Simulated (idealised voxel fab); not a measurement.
Name of the process module below: voxel capacitor over wiring
It is cross-section cut that appears here, measuring 235 nm in width, its square cells being 5 nm in size.
Throughout this document, each cross-section is represented as a grid of square cells and is presented as a sequence of bands enumerated from the top downward, where a band comprises one or more rows of cells. The entry gives the band's vertical extent as a top height and a bottom height in nm, then its horizontal make-up as materials from left to right, each with a width in nm. "air" stands for empty space; a single material marked "edge to edge" fills the band edge to edge. Below 0: as-received wafer, all one material; heights counted from there. Lowest band: no bottom, goes on down, written "0..down". The two numbers in a width such as "30 to 40" mark its ends across the band: the first belongs to the top row of cells, the second to the bottom row, and from each row to the next the width moves by the same amount. Step marked "nothing was modified"? Then no cell in the cross-section changed in it. In the "Closed void entries" entry, you get each enclosed empty space of 8 cells or more, one with no open way to the top, written width x height at distance, distance from the left edge, in nm. If you see something after the settings on a step's line, that's the simulator's own remark about that step. overlay nm: mask offset rightward from planned place, masked step; negative means leftward offset. What follows is a series of pairs. Each pair shows a cross-section before one process step and the cross-section after it, and the after view is drawn only down to the lowest band that changed. Beneath each pair is the step that lies between the two, with its settings. Pairs may come from different runs of this module on the same starting wafer, so a pair continues from the one above it only where its entry headed "Before the process" says so.
Before the process:
  0..down: Si edge to edge
  Closed void entries: none
After:
  10..0: SiO2 edge to edge
  Lower than 0, everything is as it was.
  Closed void entries: none
What is the step between the two cross-sections above? CONFORMAL_DEP,material SiO2,thk nm 10
Before the process: see preceding pair, after cross-section.
After:
  15..10: TiN edge to edge
  Lower than 10, everything is as it was.
  Closed void entries: none
What is the step between the two cross-sections above? DIRECTIONAL_DEP,material TiN,thk nm 5
Before the process: see preceding pair, after cross-section.
After:
  40..15: Ru edge to edge
  Lower than 15, everything is as it was.
  Closed void entries: none
What is the step between the two cross-sections above? DIRECTIONAL_DEP,material Ru,thk nm 25
Before the process: see preceding pair, after cross-section.
After:
  50..40: aC edge to edge
  Lower than 40, everything is as it was.
  Closed void entries: none
What is the step between the two cross-sections above? DIRECTIONAL_DEP,material aC,thk nm 10
Before the process: see preceding pair, after cross-section.
After:
  75..50: 55 nm air / 30 nm resist / 60 nm air / 30 nm resist / 60 nm air
  Lower than 50, everything is as it was.
  Closed void entries: none
What is the step between the two cross-sections above? PATTERN,tone cover,mask id METAL_1,material resist,width nm 30,pitch nm 90,thk nm 25,overlay nm 0
Before the process: see preceding pair, after cross-section.
After:
  65..50: 55 nm air / 30 nm resist / 60 nm air / 30 nm resist / 60 nm air
  50..40: 55 nm air / 30 nm aC / 60 nm air / 30 nm aC / 60 nm air
  Lower than 40, everything is as it was.
  Closed void entries: none
What is the step between the two cross-sections above? DIRECTIONAL_ETCH,etch materials aC,depth nm 10
Before the process: see preceding pair, after cross-section.
After:
  50..40: 55 nm air / 30 nm aC / 60 nm air / 30 nm aC / 60 nm air
  Lower than 40, everything is as it was.
  Closed void entries: none
What is the step between the two cross-sections above? STRIP,etch materials resist
Before the process: see preceding pair, after cross-section.
After:
  50..40: 55 nm air / 30 nm aC / 60 nm air / 30 nm aC / 60 nm air
  40..15: 55 nm air / 30 nm Ru / 60 nm air / 30 nm Ru / 60 nm air
  Lower than 15, everything is as it was.
  Closed void entries: none
What is the step between the two cross-sections above? DIRECTIONAL_ETCH,etch materials Ru,depth nm 25
Before the process: see preceding pair, after cross-section.
After:
  50..40: 55 nm air / 30 nm aC / 60 nm air / 30 nm aC / 60 nm air
  40..15: 55 nm air / 30 nm Ru / 60 nm air / 30 nm Ru / 60 nm air
  15..10: 55 nm air / 30 nm TiN / 60 nm air / 30 nm TiN / 60 nm air
  Lower than 10, everything is as it was.
  Closed void entries: none
What is the step between the two cross-sections above? DIRECTIONAL_ETCH,etch materials TiN,depth nm 5
Before the process: see preceding pair, after cross-section.
After:
  40..15: 55 nm air / 30 nm Ru / 60 nm air / 30 nm Ru / 60 nm air
  Lower than 15, everything is as it was.
  Closed void entries: none
What is the step between the two cross-sections above? STRIP,etch materials aC
Before the process: see preceding pair, after cross-section.
After:
  45..40: 50 nm air / 40 nm SiN / 50 nm air / 40 nm SiN / 55 nm air
  40..15: 50 nm air / 5 nm SiN / 30 nm Ru / 5 nm SiN / 50 nm air / 5 nm SiN / 30 nm Ru / 5 nm SiN / 55 nm air
  15..10: 55 nm SiN / 30 nm TiN / 60 nm SiN / 30 nm TiN / 60 nm SiN
  Lower than 10, everything is as it was.
  Closed void entries: none
What is the step between the two cross-sections above? CONFORMAL_DEP,material SiN,thk nm 5
Before the process: see preceding pair, after cross-section.
After:
  50..45: SiO2 edge to edge
  45..40: 50 nm SiO2 / 40 nm SiN / 50 nm SiO2 / 40 nm SiN / 55 nm SiO2
  40..15: 50 nm SiO2 / 5 nm SiN / 30 nm Ru / 5 nm SiN / 50 nm SiO2 / 5 nm SiN / 30 nm Ru / 5 nm SiN / 55 nm SiO2
  Lower than 15, everything is as it was.
  Closed void entries: none
What is the step between the two cross-sections above? FILL_DEP,material SiO2,thk nm 5
Before the process: see preceding pair, after cross-section.
After:
  40..15: 50 nm SiO2 / 5 nm SiN / 30 nm Ru / 5 nm SiN / 50 nm SiO2 / 5 nm SiN / 30 nm Ru / 5 nm SiN / 55 nm SiO2
  Lower than 15, everything is as it was.
  Closed void entries: none
What is the step between the two cross-sections above? CMP,height nm 40
Before the process: see preceding pair, after cross-section.
After:
  45..40: SiCN edge to edge
  Lower than 40, everything is as it was.
  Closed void entries: none
What is the step between the two cross-sections above? CONFORMAL_DEP,material SiCN,thk nm 5
Before the process: see preceding pair, after cross-section.
After:
  55..45: lowk edge to edge
  Lower than 45, everything is as it was.
  Closed void entries: none
What is the step between the two cross-sections above? DIRECTIONAL_DEP,material lowk,thk nm 10
Before the process: see preceding pair, after cross-section.
After:
  65..55: aC edge to edge
  Lower than 55, everything is as it was.
  Closed void entries: none
What is the step between the two cross-sections above? DIRECTIONAL_DEP,material aC,thk nm 10
Before the process: see preceding pair, after cross-section.
After:
  90..65: 70 nm resist / 15 nm air / 150 nm resist
  Lower than 65, everything is as it was.
  Closed void entries: none
What is the step between the two cross-sections above? PATTERN,tone open,mask id PLUG_1,material resist,width nm 15,thk nm 25,overlay nm 0
Before the process: see preceding pair, after cross-section.
After:
  80..65: 70 nm resist / 15 nm air / 150 nm resist
  65..55: 70 nm aC / 15 nm air / 150 nm aC
  Lower than 55, everything is as it was.
  Closed void entries: none
What is the step between the two cross-sections above? DIRECTIONAL_ETCH,etch materials aC,depth nm 10
Before the process: see preceding pair, after cross-section.
After:
  65..55: 70 nm aC / 15 nm air / 150 nm aC
  Lower than 55, everything is as it was.
  Closed void entries: none
What is the step between the two cross-sections above? STRIP,etch materials resist
Before the process: see preceding pair, after cross-section.
After:
  65..55: 70 nm aC / 15 nm air / 150 nm aC
  55..45: 70 nm lowk / 15 nm air / 150 nm lowk
  Lower than 45, everything is as it was.
  Closed void entries: none
What is the step between the two cross-sections above? DIRECTIONAL_ETCH,etch materials lowk,depth nm 10
Before the process: see preceding pair, after cross-section.
After:
  65..55: 70 nm aC / 15 nm air / 150 nm aC
  55..45: 70 nm lowk / 15 nm air / 150 nm lowk
  45..40: 70 nm SiCN / 15 nm air / 150 nm SiCN
  Lower than 40, everything is as it was.
  Closed void entries: none
What is the step between the two cross-sections above? DIRECTIONAL_ETCH,etch materials SiCN,depth nm 5
Before the process: see preceding pair, after cross-section.
After:
  55..45: 70 nm lowk / 15 nm air / 150 nm lowk
  Lower than 45, everything is as it was.
  Closed void entries: none
What is the step between the two cross-sections above? STRIP,etch materials aC
Before the process: see preceding pair, after cross-section.
After:
  55..50: 70 nm lowk / 15 nm air / 150 nm lowk
  50..45: 70 nm lowk / 15 nm Ru / 150 nm lowk
  45..40: 70 nm SiCN / 15 nm Ru / 150 nm SiCN
  Lower than 40, everything is as it was.
  Closed void entries: none
What is the step between the two cross-sections above? EPI,material Ru,thk nm 10
Before the process: see preceding pair, after cross-section.
After:
  55..45: 70 nm lowk / 15 nm Ru / 150 nm lowk
  Lower than 45, everything is as it was.
  Closed void entries: none
What is the step between the two cross-sections above? EPI,material Ru,thk nm 5
Before the process: see preceding pair, after cross-section.
After:
  65..55: TiN edge to edge
  Lower than 55, everything is as it was.
  Closed void entries: none
What is the step between the two cross-sections above? DIRECTIONAL_DEP,material TiN,thk nm 10
Before the process: see preceding pair, after cross-section.
After:
  70..65: Al2O3 edge to edge
  Lower than 65, everything is as it was.
  Closed void entries: none
What is the step between the two cross-sections above? DIRECTIONAL_DEP,material Al2O3,thk nm 5
Before the process: see preceding pair, after cross-section.
After:
  80..70: TiN edge to edge
  Lower than 70, everything is as it was.
  Closed void entries: none
What is the step between the two cross-sections above? DIRECTIONAL_DEP,material TiN,thk nm 10
Before the process: see preceding pair, after cross-section.
After:
  100..80: 70 nm air / 65 nm resist / 100 nm air
  Lower than 80, everything is as it was.
  Closed void entries: none
What is the step between the two cross-sections above? PATTERN,tone cover,mask id UPPER_PLATE,material resist,width nm 65,thk nm 20,overlay nm 0
Before the process: see preceding pair, after cross-section.
After:
  100..80: 70 nm air / 65 nm resist / 100 nm air
  80..70: 70 nm air / 65 nm TiN / 100 nm air
  Lower than 70, everything is as it was.
  Closed void entries: none
What is the step between the two cross-sections above? DIRECTIONAL_ETCH,etch materials TiN,depth nm 10
Before the process: see preceding pair, after cross-section.
After:
  100..80: 70 nm air / 65 nm resist / 100 nm air
  80..70: 70 nm air / 65 nm TiN / 100 nm air
  70..65: 70 nm air / 65 nm Al2O3 / 100 nm air
  Lower than 65, everything is as it was.
  Closed void entries: none
What is the step between the two cross-sections above? DIRECTIONAL_ETCH,etch materials Al2O3,depth nm 5
Before the process: see preceding pair, after cross-section.
After:
  80..70: 70 nm air / 65 nm TiN / 100 nm air
  Lower than 70, everything is as it was.
  Closed void entries: none
What is the step between the two cross-sections above? STRIP,etch materials resist
Before the process: see preceding pair, after cross-section.
After:
  95..80: 70 nm air / 65 nm aC / 100 nm air
  80..70: 70 nm aC / 65 nm TiN / 100 nm aC
  70..65: 70 nm aC / 65 nm Al2O3 / 100 nm aC
  Lower than 65, everything is as it was.
  Closed void entries: none
What is the step between the two cross-sections above? DIRECTIONAL_DEP,material aC,thk nm 15
Before the process: see preceding pair, after cross-section.
After:
  130..95: 65 nm air / 75 nm resist / 95 nm air
  95..80: 65 nm air / 5 nm resist / 65 nm aC / 5 nm resist / 95 nm air
  Lower than 80, everything is as it was.
  Closed void entries: none
What is the step between the two cross-sections above? PATTERN,tone cover,mask id LOWER_PLATE,material resist,width nm 75,thk nm 35,overlay nm 0
Before the process: see preceding pair, after cross-section.
After:
  115..95: 65 nm air / 75 nm resist / 95 nm air
  95..80: 65 nm air / 5 nm resist / 65 nm aC / 5 nm resist / 95 nm air
  80..70: 65 nm air / 5 nm aC / 65 nm TiN / 5 nm aC / 95 nm air
  70..65: 65 nm air / 5 nm aC / 65 nm Al2O3 / 5 nm aC / 95 nm air
  Lower than 65, everything is as it was.
  Closed void entries: none
What is the step between the two cross-sections above? DIRECTIONAL_ETCH,etch materials aC,depth nm 15
Before the process: see preceding pair, after cross-section.
After:
  95..80: 70 nm air / 65 nm aC / 100 nm air
  Lower than 80, everything is as it was.
  Closed void entries: none
What is the step between the two cross-sections above? STRIP,etch materials resist
Before the process: see preceding pair, after cross-section.
After:
  95..80: 70 nm air / 65 nm aC / 100 nm air
  80..70: 65 nm air / 5 nm aC / 65 nm TiN / 5 nm aC / 95 nm air
  70..65: 65 nm air / 5 nm aC / 65 nm Al2O3 / 5 nm aC / 95 nm air
  65..55: 65 nm air / 75 nm TiN / 95 nm air
  Lower than 55, everything is as it was.
  Closed void entries: none
What is the step between the two cross-sections above? DIRECTIONAL_ETCH,etch materials TiN,depth nm 10
Before the process: see preceding pair, after cross-section.
After:
  80..70: 70 nm air / 65 nm TiN / 100 nm air
  70..65: 70 nm air / 65 nm Al2O3 / 100 nm air
  Lower than 65, everything is as it was.
  Closed void entries: none
What is the step between the two cross-sections above? STRIP,etch materials aC
Before the process: see preceding pair, after cross-section.
After:
  95..80: SiO2 edge to edge
  80..70: 70 nm SiO2 / 65 nm TiN / 100 nm SiO2
  70..65: 70 nm SiO2 / 65 nm Al2O3 / 100 nm SiO2
  65..55: 65 nm SiO2 / 75 nm TiN / 95 nm SiO2
  Lower than 55, everything is as it was.
  Closed void entries: none
What is the step between the two cross-sections above? FILL_DEP,material SiO2,thk nm 15
Before the process: see preceding pair, after cross-section.
After:
  90..80: SiO2 edge to edge
  Lower than 80, everything is as it was.
  Closed void entries: none
What is the step between the two cross-sections above? CMP,height nm 90
Before the process: see preceding pair, after cross-section.
After:
  90..80: 80 nm SiO2 / 15 nm air / 140 nm SiO2
  Lower than 80, everything is as it was.
  Closed void entries: none
What is the step between the two cross-sections above? MASKED_ETCH,tone open,mask id PLUG_2,width nm 15,etch materials SiO2,depth nm 10,overlay nm 0
Before the process: see preceding pair, after cross-section.
After:
  95..90: 85 nm TiN / 5 nm air / 145 nm TiN
  90..85: 80 nm SiO2 / 5 nm TiN / 5 nm air / 5 nm TiN / 140 nm SiO2
  85..80: 80 nm SiO2 / 15 nm TiN / 140 nm SiO2
  Lower than 80, everything is as it was.
  Closed void entries: none
What is the step between the two cross-sections above? CONFORMAL_DEP,material TiN,thk nm 5
Before the process: see preceding pair, after cross-section.
After:
  100..95: W edge to edge
  95..90: 85 nm TiN / 5 nm W / 145 nm TiN
  90..85: 80 nm SiO2 / 5 nm TiN / 5 nm W / 5 nm TiN / 140 nm SiO2
  Lower than 85, everything is as it was.
  Closed void entries: none
What is the step between the two cross-sections above? FILL_DEP,material W,thk nm 5
Before the process: see preceding pair, after cross-section.
After:
  90..85: 80 nm SiO2 / 5 nm TiN / 5 nm W / 5 nm TiN / 140 nm SiO2
  Lower than 85, everything is as it was.
  Closed void entries: none
What is the step between the two cross-sections above? CMP,height nm 90
Before the process: see preceding pair, after cross-section.
After:
  95..90: SiCN edge to edge
  Lower than 90, everything is as it was.
  Closed void entries: none
What is the step between the two cross-sections above? CONFORMAL_DEP,material SiCN,thk nm 5
Before the process:
  65..55: TiN edge to edge
  55..45: 70 nm lowk / 15 nm Ru / 150 nm lowk
  45..40: 70 nm SiCN / 15 nm Ru / 150 nm SiCN
  40..15: 50 nm SiO2 / 5 nm SiN / 30 nm Ru / 5 nm SiN / 50 nm SiO2 / 5 nm SiN / 30 nm Ru / 5 nm SiN / 55 nm SiO2
  15..10: 55 nm SiN / 30 nm TiN / 60 nm SiN / 30 nm TiN / 60 nm SiN
  10..0: SiO2 edge to edge
  0..down: Si edge to edge
  Closed void entries: none
After:
  75..55: TiN edge to edge
  Lower than 55, everything is as it was.
  Closed void entries: none
What is the step between the two cross-sections above? DIRECTIONAL_DEP,material TiN,thk nm 10
Before the process: see preceding pair, after cross-section.
After:
  95..75: 70 nm air / 65 nm resist / 100 nm air
  Lower than 75, everything is as it was.
  Closed void entries: none
What is the step between the two cross-sections above? PATTERN,tone cover,mask id UPPER_PLATE,material resist,width nm 65,thk nm 20,overlay nm 0
Before the process: see preceding pair, after cross-section.
After:
  95..75: 70 nm air / 65 nm resist / 100 nm air
  75..65: 70 nm air / 65 nm TiN / 100 nm air
  Lower than 65, everything is as it was.
  Closed void entries: none
What is the step between the two cross-sections above? DIRECTIONAL_ETCH,etch materials TiN,depth nm 10
Before the process: see preceding pair, after cross-section.
After:
  75..65: 70 nm air / 65 nm TiN / 100 nm air
  Lower than 65, everything is as it was.
  Closed void entries: none
What is the step between the two cross-sections above? STRIP,etch materials resist
Before the process: see preceding pair, after cross-section.
After:
  90..80: 70 nm air / 65 nm aC / 100 nm air
  80..75: aC edge to edge
  75..65: 70 nm aC / 65 nm TiN / 100 nm aC
  Lower than 65, everything is as it was.
  Closed void entries: none
What is the step between the two cross-sections above? DIRECTIONAL_DEP,material aC,thk nm 15
Before the process: see preceding pair, after cross-section.
After:
  125..90: 65 nm air / 75 nm resist / 95 nm air
  90..80: 65 nm air / 5 nm resist / 65 nm aC / 5 nm resist / 95 nm air
  Lower than 80, everything is as it was.
  Closed void entries: none
What is the step between the two cross-sections above? PATTERN,tone cover,mask id LOWER_PLATE,material resist,width nm 75,thk nm 35,overlay nm 0
Before the process: see preceding pair, after cross-section.
After:
  110..90: 65 nm air / 75 nm resist / 95 nm air
  90..80: 65 nm air / 5 nm resist / 65 nm aC / 5 nm resist / 95 nm air
  80..75: 65 nm air / 75 nm aC / 95 nm air
  75..65: 65 nm air / 5 nm aC / 65 nm TiN / 5 nm aC / 95 nm air
  Lower than 65, everything is as it was.
  Closed void entries: none
What is the step between the two cross-sections above? DIRECTIONAL_ETCH,etch materials aC,depth nm 15
Before the process: see preceding pair, after cross-section.
After:
  90..80: 70 nm air / 65 nm aC / 100 nm air
  Lower than 80, everything is as it was.
  Closed void entries: none
What is the step between the two cross-sections above? STRIP,etch materials resist
Before the process: see preceding pair, after cross-section.
After:
  90..80: 70 nm air / 65 nm aC / 100 nm air
  80..75: 65 nm air / 75 nm aC / 95 nm air
  75..65: 65 nm air / 5 nm aC / 65 nm TiN / 5 nm aC / 95 nm air
  65..55: 65 nm air / 75 nm TiN / 95 nm air
  Lower than 55, everything is as it was.
  Closed void entries: none
What is the step between the two cross-sections above? DIRECTIONAL_ETCH,etch materials TiN,depth nm 10
Before the process: see preceding pair, after cross-section.
After:
  75..65: 70 nm air / 65 nm TiN / 100 nm air
  Lower than 65, everything is as it was.
  Closed void entries: none
What is the step between the two cross-sections above? STRIP,etch materials aC
Before the process: see preceding pair, after cross-section.
After:
  90..75: SiO2 edge to edge
  75..65: 70 nm SiO2 / 65 nm TiN / 100 nm SiO2
  65..55: 65 nm SiO2 / 75 nm TiN / 95 nm SiO2
  Lower than 55, everything is as it was.
  Closed void entries: none
What is the step between the two cross-sections above? FILL_DEP,material SiO2,thk nm 15
Before the process: see preceding pair, after cross-section.
After:
  90..80: 80 nm SiO2 / 15 nm air / 140 nm SiO2
  Lower than 80, everything is as it was.
  Closed void entries: none
What is the step between the two cross-sections above? MASKED_ETCH,tone open,mask id PLUG_2,width nm 15,etch materials SiO2,depth nm 10,overlay nm 0
Before the process: see preceding pair, after cross-section.
After:
  95..90: 85 nm TiN / 5 nm air / 145 nm TiN
  90..85: 80 nm SiO2 / 5 nm TiN / 5 nm air / 5 nm TiN / 140 nm SiO2
  85..80: 80 nm SiO2 / 15 nm TiN / 140 nm SiO2
  Lower than 80, everything is as it was.
  Closed void entries: none
What is the step between the two cross-sections above? CONFORMAL_DEP,material TiN,thk nm 5
Before the process: see preceding pair, after cross-section.
After:
  100..95: W edge to edge
  95..90: 85 nm TiN / 5 nm W / 145 nm TiN
  90..85: 80 nm SiO2 / 5 nm TiN / 5 nm W / 5 nm TiN / 140 nm SiO2
  Lower than 85, everything is as it was.
  Closed void entries: none
What is the step between the two cross-sections above? FILL_DEP,material W,thk nm 5
Before the process: see preceding pair, after cross-section.
After:
  90..85: 80 nm SiO2 / 5 nm TiN / 5 nm W / 5 nm TiN / 140 nm SiO2
  Lower than 85, everything is as it was.
  Closed void entries: none
What is the step between the two cross-sections above? CMP,height nm 90
Before the process: see preceding pair, after cross-section.
After:
  95..90: SiCN edge to edge
  Lower than 90, everything is as it was.
  Closed void entries: none
What is the step between the two cross-sections above? CONFORMAL_DEP,material SiCN,thk nm 5
Before the process:
  55..50: 70 nm lowk / 15 nm air / 150 nm lowk
  50..45: 70 nm lowk / 15 nm Ru / 150 nm lowk
  45..40: 70 nm SiCN / 15 nm Ru / 150 nm SiCN
  40..15: 50 nm SiO2 / 5 nm SiN / 30 nm Ru / 5 nm SiN / 50 nm SiO2 / 5 nm SiN / 30 nm Ru / 5 nm SiN / 55 nm SiO2
  15..10: 55 nm SiN / 30 nm TiN / 60 nm SiN / 30 nm TiN / 60 nm SiN
  10..0: SiO2 edge to edge
  0..down: Si edge to edge
  Closed void entries: none
After:
  60..55: 65 nm air / 25 nm Ru / 145 nm air
  55..45: 70 nm lowk / 15 nm Ru / 150 nm lowk
  Lower than 45, everything is as it was.
  Closed void entries: none
What is the step between the two cross-sections above? EPI,material Ru,thk nm 10
Before the process: see preceding pair, after cross-section.
After:
  65..55: 60 nm air / 35 nm Ru / 140 nm air
  Lower than 55, everything is as it was.
  Closed void entries: none
What is the step between the two cross-sections above? EPI,material Ru,thk nm 5
Before the process: see preceding pair, after cross-section.
After:
  75..65: 60 nm air / 35 nm TiN / 140 nm air
  65..55: 60 nm TiN / 35 nm Ru / 140 nm TiN
  Lower than 55, everything is as it was.
  Closed void entries: none
What is the step between the two cross-sections above? DIRECTIONAL_DEP,material TiN,thk nm 10
Before the process: see preceding pair, after cross-section.
After:
  80..75: 60 nm air / 35 nm Al2O3 / 140 nm air
  75..70: 60 nm air / 35 nm TiN / 140 nm air
  70..65: 60 nm Al2O3 / 35 nm TiN / 140 nm Al2O3
  Lower than 65, everything is as it was.
  Closed void entries: none
What is the step between the two cross-sections above? DIRECTIONAL_DEP,material Al2O3,thk nm 5
Before the process: see preceding pair, after cross-section.
After:
  90..80: 60 nm air / 35 nm TiN / 140 nm air
  80..75: 60 nm TiN / 35 nm Al2O3 / 140 nm TiN
  75..70: TiN edge to edge
  Lower than 70, everything is as it was.
  Closed void entries: none
What is the step between the two cross-sections above? DIRECTIONAL_DEP,material TiN,thk nm 10
Before the process: see preceding pair, after cross-section.
After:
  110..90: 70 nm air / 65 nm resist / 100 nm air
  90..80: 60 nm air / 35 nm TiN / 40 nm resist / 100 nm air
  Lower than 80, everything is as it was.
  Closed void entries: none
What is the step between the two cross-sections above? PATTERN,tone cover,mask id UPPER_PLATE,material resist,width nm 65,thk nm 20,overlay nm 0
Before the process: see preceding pair, after cross-section.
After:
  110..90: 70 nm air / 65 nm resist / 100 nm air
  90..80: 70 nm air / 25 nm TiN / 40 nm resist / 100 nm air
  80..75: 60 nm air / 35 nm Al2O3 / 40 nm TiN / 100 nm air
  75..70: 60 nm air / 75 nm TiN / 100 nm air
  Lower than 70, everything is as it was.
  Closed void entries: none
What is the step between the two cross-sections above? DIRECTIONAL_ETCH,etch materials TiN,depth nm 10
Before the process: see preceding pair, after cross-section.
After:
  110..90: 70 nm air / 65 nm resist / 100 nm air
  90..80: 70 nm air / 25 nm TiN / 40 nm resist / 100 nm air
  80..75: 70 nm air / 25 nm Al2O3 / 40 nm TiN / 100 nm air
  75..70: 60 nm air / 75 nm TiN / 100 nm air
  70..65: 60 nm air / 35 nm TiN / 40 nm Al2O3 / 100 nm air
  Lower than 65, everything is as it was.
  Closed void entries: none
What is the step between the two cross-sections above? DIRECTIONAL_ETCH,etch materials Al2O3,depth nm 5
Before the process: see preceding pair, after cross-section.
After:
  90..80: 70 nm air / 25 nm TiN / 140 nm air
  Lower than 80, everything is as it was.
  Closed void entries: none
What is the step between the two cross-sections above? STRIP,etch materials resist
Before the process: see preceding pair, after cross-section.
After:
  105..95: 70 nm air / 25 nm aC / 140 nm air
  95..90: 70 nm air / 65 nm aC / 100 nm air
  90..80: 60 nm air / 10 nm aC / 25 nm TiN / 40 nm aC / 100 nm air
  80..75: 70 nm aC / 25 nm Al2O3 / 40 nm TiN / 100 nm aC
  75..70: 60 nm aC / 75 nm TiN / 100 nm aC
  70..65: 60 nm aC / 35 nm TiN / 40 nm Al2O3 / 100 nm aC
  Lower than 65, everything is as it was.
  Closed void entries: none
What is the step between the two cross-sections above? DIRECTIONAL_DEP,material aC,thk nm 15
Before the process: see preceding pair, after cross-section.
After:
  140..105: 65 nm air / 75 nm resist / 95 nm air
  105..95: 65 nm air / 5 nm resist / 25 nm aC / 45 nm resist / 95 nm air
  95..90: 65 nm air / 5 nm resist / 65 nm aC / 5 nm resist / 95 nm air
  90..80: 60 nm air / 10 nm aC / 25 nm TiN / 40 nm aC / 5 nm resist / 95 nm air
  Lower than 80, everything is as it was.
  Closed void entries: none
What is the step between the two cross-sections above? PATTERN,tone cover,mask id LOWER_PLATE,material resist,width nm 75,thk nm 35,overlay nm 0
Before the process: see preceding pair, after cross-section.
After:
  125..105: 65 nm air / 75 nm resist / 95 nm air
  105..95: 65 nm air / 5 nm resist / 25 nm aC / 45 nm resist / 95 nm air
  95..90: 65 nm air / 5 nm resist / 65 nm aC / 5 nm resist / 95 nm air
  90..80: 65 nm air / 5 nm aC / 25 nm TiN / 40 nm aC / 5 nm resist / 95 nm air
  80..75: 65 nm air / 5 nm aC / 25 nm Al2O3 / 40 nm TiN / 5 nm aC / 95 nm air
  75..70: 60 nm air / 75 nm TiN / 5 nm aC / 95 nm air
  70..65: 60 nm air / 35 nm TiN / 40 nm Al2O3 / 5 nm aC / 95 nm air
  Lower than 65, everything is as it was.
  Closed void entries: none
What is the step between the two cross-sections above? DIRECTIONAL_ETCH,etch materials aC,depth nm 15
Before the process: see preceding pair, after cross-section.
After:
  105..95: 70 nm air / 25 nm aC / 140 nm air
  95..90: 70 nm air / 65 nm aC / 100 nm air
  90..80: 65 nm air / 5 nm aC / 25 nm TiN / 40 nm aC / 100 nm air
  Lower than 80, everything is as it was.
  Closed void entries: none
What is the step between the two cross-sections above? STRIP,etch materials resist
Before the process: see preceding pair, after cross-section.
After:
  105..95: 70 nm air / 25 nm aC / 140 nm air
  95..90: 70 nm air / 65 nm aC / 100 nm air
  90..80: 65 nm air / 5 nm aC / 25 nm TiN / 40 nm aC / 100 nm air
  80..75: 65 nm air / 5 nm aC / 25 nm Al2O3 / 40 nm TiN / 5 nm aC / 95 nm air
  75..70: 65 nm air / 70 nm TiN / 5 nm aC / 95 nm air
  70..65: 65 nm air / 30 nm TiN / 40 nm Al2O3 / 5 nm aC / 95 nm air
  65..55: 60 nm air / 35 nm Ru / 45 nm TiN / 95 nm air
  Lower than 55, everything is as it was.
  Closed void entries: none
What is the step between the two cross-sections above? DIRECTIONAL_ETCH,etch materials TiN,depth nm 10
Before the process: see preceding pair, after cross-section.
After:
  90..80: 70 nm air / 25 nm TiN / 140 nm air
  80..75: 70 nm air / 25 nm Al2O3 / 40 nm TiN / 100 nm air
  75..70: 65 nm air / 70 nm TiN / 100 nm air
  70..65: 65 nm air / 30 nm TiN / 40 nm Al2O3 / 100 nm air
  Lower than 65, everything is as it was.
  Closed void entries: none
What is the step between the two cross-sections above? STRIP,etch materials aC
Before the process: see preceding pair, after cross-section.
After:
  105..90: SiO2 edge to edge
  90..80: 70 nm SiO2 / 25 nm TiN / 140 nm SiO2
  80..75: 70 nm SiO2 / 25 nm Al2O3 / 40 nm TiN / 100 nm SiO2
  75..70: 65 nm SiO2 / 70 nm TiN / 100 nm SiO2
  70..65: 65 nm SiO2 / 30 nm TiN / 40 nm Al2O3 / 100 nm SiO2
  65..55: 60 nm SiO2 / 35 nm Ru / 45 nm TiN / 95 nm SiO2
  Lower than 55, everything is as it was.
  Closed void entries: none
What is the step between the two cross-sections above? FILL_DEP,material SiO2,thk nm 15
Before the process: see preceding pair, after cross-section.
After:
  90..80: 70 nm SiO2 / 25 nm TiN / 140 nm SiO2
  Lower than 80, everything is as it was.
  Closed void entries: none
What is the step between the two cross-sections above? CMP,height nm 90
Before the process: see preceding pair, after cross-section.
After:
  95..90: TiN edge to edge
  Lower than 90, everything is as it was.
  Closed void entries: none
What is the step between the two cross-sections above? CONFORMAL_DEP,material TiN,thk nm 5
Before the process: see preceding pair, after cross-section.
After:
  100..95: W edge to edge
  Lower than 95, everything is as it was.
  Closed void entries: none
What is the step between the two cross-sections above? FILL_DEP,material W,thk nm 5
Before the process: see preceding pair, after cross-section.
After:
  90..80: 70 nm SiO2 / 25 nm TiN / 140 nm SiO2
  Lower than 80, everything is as it was.
  Closed void entries: none
What is the step between the two cross-sections above? CMP,height nm 90
Before the process: see preceding pair, after cross-section.
After:
  95..90: SiCN edge to edge
  Lower than 90, everything is as it was.
  Closed void entries: none
What is the step between the two cross-sections above? CONFORMAL_DEP,material SiCN,thk nm 5
Before the process:
  40..15: 50 nm SiO2 / 5 nm SiN / 30 nm Ru / 5 nm SiN / 50 nm SiO2 / 5 nm SiN / 30 nm Ru / 5 nm SiN / 55 nm SiO2
  15..10: 55 nm SiN / 30 nm TiN / 60 nm SiN / 30 nm TiN / 60 nm SiN
  10..0: SiO2 edge to edge
  0..down: Si edge to edge
  Closed void entries: none
After:
  50..40: lowk edge to edge
  Lower than 40, everything is as it was.
  Closed void entries: none
What is the step between the two cross-sections above? DIRECTIONAL_DEP,material lowk,thk nm 10
Before the process: see preceding pair, after cross-section.
After:
  55..50: SiCN edge to edge
  Lower than 50, everything is as it was.
  Closed void entries: none
What is the step between the two cross-sections above? CONFORMAL_DEP,material SiCN,thk nm 5
Before the process: see preceding pair, after cross-section.
After:
  65..55: aC edge to edge
  Lower than 55, everything is as it was.
  Closed void entries: none
What is the step between the two cross-sections above? DIRECTIONAL_DEP,material aC,thk nm 10
Before the process: see preceding pair, after cross-section.
After:
  90..65: 70 nm resist / 15 nm air / 150 nm resist
  Lower than 65, everything is as it was.
  Closed void entries: none
What is the step between the two cross-sections above? PATTERN,tone open,mask id PLUG_1,material resist,width nm 15,thk nm 25,overlay nm 0
Before the process: see preceding pair, after cross-section.
After:
  80..65: 70 nm resist / 15 nm air / 150 nm resist
  65..55: 70 nm aC / 15 nm air / 150 nm aC
  Lower than 55, everything is as it was.
  Closed void entries: none
What is the step between the two cross-sections above? DIRECTIONAL_ETCH,etch materials aC,depth nm 10
Before the process: see preceding pair, after cross-section.
After:
  65..55: 70 nm aC / 15 nm air / 150 nm aC
  Lower than 55, everything is as it was.
  Closed void entries: none
What is the step between the two cross-sections above? STRIP,etch materials resist
Before the process: see preceding pair, after cross-section.
After:
  65..55: 70 nm aC / 15 nm air / 150 nm aC
  55..50: 70 nm SiCN / 15 nm air / 150 nm SiCN
  Lower than 50, everything is as it was.
  Closed void entries: none
What is the step between the two cross-sections above? DIRECTIONAL_ETCH,etch materials SiCN,depth nm 5
Before the process: see preceding pair, after cross-section.
After:
  55..50: 70 nm SiCN / 15 nm air / 150 nm SiCN
  Lower than 50, everything is as it was.
  Closed void entries: none
What is the step between the two cross-sections above? STRIP,etch materials aC
Before the process: see preceding pair, after cross-section.
After:
  65..60: 70 nm TiN / 15 nm air / 150 nm TiN
  60..55: TiN edge to edge
  55..50: 70 nm SiCN / 15 nm TiN / 150 nm SiCN
  Lower than 50, everything is as it was.
  Closed void entries: none
What is the step between the two cross-sections above? DIRECTIONAL_DEP,material TiN,thk nm 10
